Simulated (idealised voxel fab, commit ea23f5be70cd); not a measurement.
process module | voxel self aligned vias
cross-section cut | 285 nm wide | cells 5 nm
A cross-section is a grid of square cells, given in bands from the top down. A band is one or more rows of cells.
Each band's line starts with the height of the band's top and of its bottom, in nm. Then come its materials from left to right, each with its width in nm. One material with "throughout" fills the band from edge to edge. "air" is empty space.
Height 0 is the level under which the wafer as received is all one material. The lowest band goes on downwards, as in "0 down".
A width such as "30 to 40" changes by the same amount from each row of cells to the next, from the band's top row to its bottom row.
"no change" after a step means that no cell of the cross-section changed.
closed voids: empty space of 8 cells or more with no open way to the top, each as width x height at its distance from the left edge, in nm
after a step's settings: what the simulator itself notes on the step
overlay nm, on a step with a mask: how far to the right of its planned place the mask lay; to the left if negative
plan
1 op RECEIVE | material Si
2 op CONFORMAL_DEP | material SiO2 | thk nm 10
3 op CONFORMAL_DEP | material SiCN | thk nm 5
4 op DIRECTIONAL_DEP | material lowk | thk nm 20
5 op DIRECTIONAL_DEP | material aC | thk nm 15
6 op PATTERN | tone open | mask id LINES | material resist | width nm 25 | pitch nm 55 | thk nm 35 | overlay nm 0
7 op DIRECTIONAL_ETCH | etch materials aC | depth nm 15
8 op STRIP | etch materials resist
9 op DIRECTIONAL_ETCH | etch materials lowk | depth nm 20
10 op STRIP | etch materials aC
11 op CONFORMAL_DEP | material TiN | thk nm 5
12 op FILL_DEP | material Ru | thk nm 10
13 op CMP | height nm 35
14 op SELECTIVE_ETCH | etch materials W Ru TiN | depth nm 10
15 op FILL_DEP | material SiN | thk nm 10
16 op CMP | height nm 35
17 op DIRECTIONAL_DEP | material lowk | thk nm 15
18 op DIRECTIONAL_DEP | material aC | thk nm 15
19 op PATTERN | tone open | mask id VIAS | material resist | width nm 35 | pitch nm 110 | thk nm 35 | overlay nm 0
20 op DIRECTIONAL_ETCH | etch materials aC | depth nm 15
21 op STRIP | etch materials resist
22 op DIRECTIONAL_ETCH | etch materials lowk | depth nm 15
23 op DIRECTIONAL_ETCH | etch materials SiN | depth nm 10
24 op STRIP | etch materials aC
25 op CONFORMAL_DEP | material TiN | thk nm 5
26 op FILL_DEP | material W | thk nm 10
27 op CMP | height nm 50
28 op CONFORMAL_DEP | material SiN | thk nm 5
first wafer, as planned
as received, after step 1
  0 down: Si throughout
  closed voids: none
after step 2
  10 to 0: SiO2 throughout
  below 0: unchanged
after step 3
  15 to 10: SiCN throughout
  below 10: unchanged
after step 4
  35 to 15: lowk throughout
  below 15: unchanged
after step 5
  50 to 35: aC throughout
  below 35: unchanged
after step 6
  85 to 50: resist 75 | air 25 | resist 30 | air 25 | resist 30 | air 25 | resist 75
  below 50: unchanged
after step 7
  70 to 50: resist 75 | air 25 | resist 30 | air 25 | resist 30 | air 25 | resist 75
  50 to 35: aC 75 | air 25 | aC 30 | air 25 | aC 30 | air 25 | aC 75
  below 35: unchanged
after step 8
  50 to 35: aC 75 | air 25 | aC 30 | air 25 | aC 30 | air 25 | aC 75
  below 35: unchanged
after step 9
  50 to 35: aC 75 | air 25 | aC 30 | air 25 | aC 30 | air 25 | aC 75
  35 to 15: lowk 75 | air 25 | lowk 30 | air 25 | lowk 30 | air 25 | lowk 75
  below 15: unchanged
after step 10
  35 to 15: lowk 75 | air 25 | lowk 30 | air 25 | lowk 30 | air 25 | lowk 75
  below 15: unchanged
after step 11
  40 to 35: TiN 80 | air 15 | TiN 40 | air 15 | TiN 40 | air 15 | TiN 80
  35 to 20: lowk 75 | TiN 5 | air 15 | TiN 5 | lowk 30 | TiN 5 | air 15 | TiN 5 | lowk 30 | TiN 5 | air 15 | TiN 5 | lowk 75
  20 to 15: lowk 75 | TiN 25 | lowk 30 | TiN 25 | lowk 30 | TiN 25 | lowk 75
  below 15: unchanged
after step 12
  50 to 40: Ru throughout
  40 to 35: TiN 80 | Ru 15 | TiN 40 | Ru 15 | TiN 40 | Ru 15 | TiN 80
  35 to 20: lowk 75 | TiN 5 | Ru 15 | TiN 5 | lowk 30 | TiN 5 | Ru 15 | TiN 5 | lowk 30 | TiN 5 | Ru 15 | TiN 5 | lowk 75
  below 20: unchanged
after step 13
  35 to 20: lowk 75 | TiN 5 | Ru 15 | TiN 5 | lowk 30 | TiN 5 | Ru 15 | TiN 5 | lowk 30 | TiN 5 | Ru 15 | TiN 5 | lowk 75
  below 20: unchanged
after step 14
  35 to 25: lowk 75 | air 25 | lowk 30 | air 25 | lowk 30 | air 25 | lowk 75
  below 25: unchanged
after step 15
  45 to 35: SiN throughout
  35 to 25: lowk 75 | SiN 25 | lowk 30 | SiN 25 | lowk 30 | SiN 25 | lowk 75
  below 25: unchanged
after step 16
  35 to 25: lowk 75 | SiN 25 | lowk 30 | SiN 25 | lowk 30 | SiN 25 | lowk 75
  below 25: unchanged
after step 17
  50 to 35: lowk throughout
  below 35: unchanged
after step 18
  65 to 50: aC throughout
  below 50: unchanged
after step 19
  100 to 65: resist 70 | air 35 | resist 75 | air 35 | resist 70
  below 65: unchanged
after step 20
  85 to 65: resist 70 | air 35 | resist 75 | air 35 | resist 70
  65 to 50: aC 70 | air 35 | aC 75 | air 35 | aC 70
  below 50: unchanged
after step 21
  65 to 50: aC 70 | air 35 | aC 75 | air 35 | aC 70
  below 50: unchanged
after step 22
  65 to 50: aC 70 | air 35 | aC 75 | air 35 | aC 70
  50 to 35: lowk 70 | air 35 | lowk 75 | air 35 | lowk 70
  below 35: unchanged
after step 23
  65 to 50: aC 70 | air 35 | aC 75 | air 35 | aC 70
  50 to 35: lowk 70 | air 35 | lowk 75 | air 35 | lowk 70
  35 to 25: lowk 75 | air 25 | lowk 30 | SiN 25 | lowk 30 | air 25 | lowk 75
  below 25: unchanged
after step 24
  50 to 35: lowk 70 | air 35 | lowk 75 | air 35 | lowk 70
  below 35: unchanged
after step 25
  55 to 50: TiN 75 | air 25 | TiN 85 | air 25 | TiN 75
  50 to 40: lowk 70 | TiN 5 | air 25 | TiN 5 | lowk 75 | TiN 5 | air 25 | TiN 5 | lowk 70
  40 to 35: lowk 70 | TiN 10 | air 15 | TiN 10 | lowk 75 | TiN 10 | air 15 | TiN 10 | lowk 70
  35 to 30: lowk 75 | TiN 5 | air 15 | TiN 5 | lowk 30 | SiN 25 | lowk 30 | TiN 5 | air 15 | TiN 5 | lowk 75
  30 to 25: lowk 75 | TiN 25 | lowk 30 | SiN 25 | lowk 30 | TiN 25 | lowk 75
  below 25: unchanged
after step 26
  65 to 55: W throughout
  55 to 50: TiN 75 | W 25 | TiN 85 | W 25 | TiN 75
  50 to 40: lowk 70 | TiN 5 | W 25 | TiN 5 | lowk 75 | TiN 5 | W 25 | TiN 5 | lowk 70
  40 to 35: lowk 70 | TiN 10 | W 15 | TiN 10 | lowk 75 | TiN 10 | W 15 | TiN 10 | lowk 70
  35 to 30: lowk 75 | TiN 5 | W 15 | TiN 5 | lowk 30 | SiN 25 | lowk 30 | TiN 5 | W 15 | TiN 5 | lowk 75
  below 30: unchanged
after step 27
  50 to 40: lowk 70 | TiN 5 | W 25 | TiN 5 | lowk 75 | TiN 5 | W 25 | TiN 5 | lowk 70
  below 40: unchanged
after step 28
  55 to 50: SiN throughout
  below 50: unchanged
second wafer: like start, like plan, one mistake. Through step 2 it matches the first wafer
when step 3 should have ended: no change
when step 4 should have ended
  30 to 10: lowk throughout
  below 10: unchanged
when step 5 should have ended
  45 to 30: aC throughout
  below 30: unchanged
when step 6 should have ended
  80 to 45: resist 75 | air 25 | resist 30 | air 25 | resist 30 | air 25 | resist 75
  below 45: unchanged
when step 7 should have ended
  65 to 45: resist 75 | air 25 | resist 30 | air 25 | resist 30 | air 25 | resist 75
  45 to 30: aC 75 | air 25 | aC 30 | air 25 | aC 30 | air 25 | aC 75
  below 30: unchanged
when step 8 should have ended
  45 to 30: aC 75 | air 25 | aC 30 | air 25 | aC 30 | air 25 | aC 75
  below 30: unchanged
when step 9 should have ended
  45 to 30: aC 75 | air 25 | aC 30 | air 25 | aC 30 | air 25 | aC 75
  30 to 10: lowk 75 | air 25 | lowk 30 | air 25 | lowk 30 | air 25 | lowk 75
  below 10: unchanged
when step 10 should have ended
  30 to 10: lowk 75 | air 25 | lowk 30 | air 25 | lowk 30 | air 25 | lowk 75
  below 10: unchanged
when step 11 should have ended
  35 to 30: TiN 80 | air 15 | TiN 40 | air 15 | TiN 40 | air 15 | TiN 80
  30 to 15: lowk 75 | TiN 5 | air 15 | TiN 5 | lowk 30 | TiN 5 | air 15 | TiN 5 | lowk 30 | TiN 5 | air 15 | TiN 5 | lowk 75
  15 to 10: lowk 75 | TiN 25 | lowk 30 | TiN 25 | lowk 30 | TiN 25 | lowk 75
  below 10: unchanged
when step 12 should have ended
  45 to 35: Ru throughout
  35 to 30: TiN 80 | Ru 15 | TiN 40 | Ru 15 | TiN 40 | Ru 15 | TiN 80
  30 to 15: lowk 75 | TiN 5 | Ru 15 | TiN 5 | lowk 30 | TiN 5 | Ru 15 | TiN 5 | lowk 30 | TiN 5 | Ru 15 | TiN 5 | lowk 75
  below 15: unchanged
when step 13 should have ended
  35 to 30: TiN 80 | Ru 15 | TiN 40 | Ru 15 | TiN 40 | Ru 15 | TiN 80
  below 30: unchanged
when step 14 should have ended
  30 to 25: lowk 75 | air 25 | lowk 30 | air 25 | lowk 30 | air 25 | lowk 75
  below 25: unchanged
when step 15 should have ended
  40 to 30: SiN throughout
  30 to 25: lowk 75 | SiN 25 | lowk 30 | SiN 25 | lowk 30 | SiN 25 | lowk 75
  below 25: unchanged
when step 16 should have ended
  35 to 30: SiN throughout
  below 30: unchanged
when step 17 should have ended
  50 to 35: lowk throughout
  below 35: unchanged
when step 18 should have ended
  65 to 50: aC throughout
  below 50: unchanged
when step 19 should have ended
  100 to 65: resist 70 | air 35 | resist 75 | air 35 | resist 70
  below 65: unchanged
when step 20 should have ended
  85 to 65: resist 70 | air 35 | resist 75 | air 35 | resist 70
  65 to 50: aC 70 | air 35 | aC 75 | air 35 | aC 70
  below 50: unchanged
when step 21 should have ended
  65 to 50: aC 70 | air 35 | aC 75 | air 35 | aC 70
  below 50: unchanged
when step 22 should have ended
  65 to 50: aC 70 | air 35 | aC 75 | air 35 | aC 70
  50 to 35: lowk 70 | air 35 | lowk 75 | air 35 | lowk 70
  below 35: unchanged
when step 23 should have ended
  65 to 50: aC 70 | air 35 | aC 75 | air 35 | aC 70
  50 to 35: lowk 70 | air 35 | lowk 75 | air 35 | lowk 70
  35 to 30: SiN 70 | air 35 | SiN 75 | air 35 | SiN 70
  30 to 25: lowk 75 | air 25 | lowk 30 | SiN 25 | lowk 30 | air 25 | lowk 75
  below 25: unchanged
when step 24 should have ended
  50 to 35: lowk 70 | air 35 | lowk 75 | air 35 | lowk 70
  below 35: unchanged
when step 25 should have ended
  55 to 50: TiN 75 | air 25 | TiN 85 | air 25 | TiN 75
  50 to 35: lowk 70 | TiN 5 | air 25 | TiN 5 | lowk 75 | TiN 5 | air 25 | TiN 5 | lowk 70
  35 to 30: SiN 70 | TiN 10 | air 15 | TiN 10 | SiN 75 | TiN 10 | air 15 | TiN 10 | SiN 70
  30 to 25: lowk 75 | TiN 25 | lowk 30 | SiN 25 | lowk 30 | TiN 25 | lowk 75
  below 25: unchanged
when step 26 should have ended
  65 to 55: W throughout
  55 to 50: TiN 75 | W 25 | TiN 85 | W 25 | TiN 75
  50 to 35: lowk 70 | TiN 5 | W 25 | TiN 5 | lowk 75 | TiN 5 | W 25 | TiN 5 | lowk 70
  35 to 30: SiN 70 | TiN 10 | W 15 | TiN 10 | SiN 75 | TiN 10 | W 15 | TiN 10 | SiN 70
  below 30: unchanged
when step 27 should have ended
  50 to 35: lowk 70 | TiN 5 | W 25 | TiN 5 | lowk 75 | TiN 5 | W 25 | TiN 5 | lowk 70
  below 35: unchanged
when step 28 should have ended
  55 to 50: SiN throughout
  below 50: unchanged
what went wrong: step 3 was left out
at the end the second wafer has, in cells: 9 more of Ru | 57 fewer of SiCN | 38 more of SiN | 6 more of TiN | 4 more of W
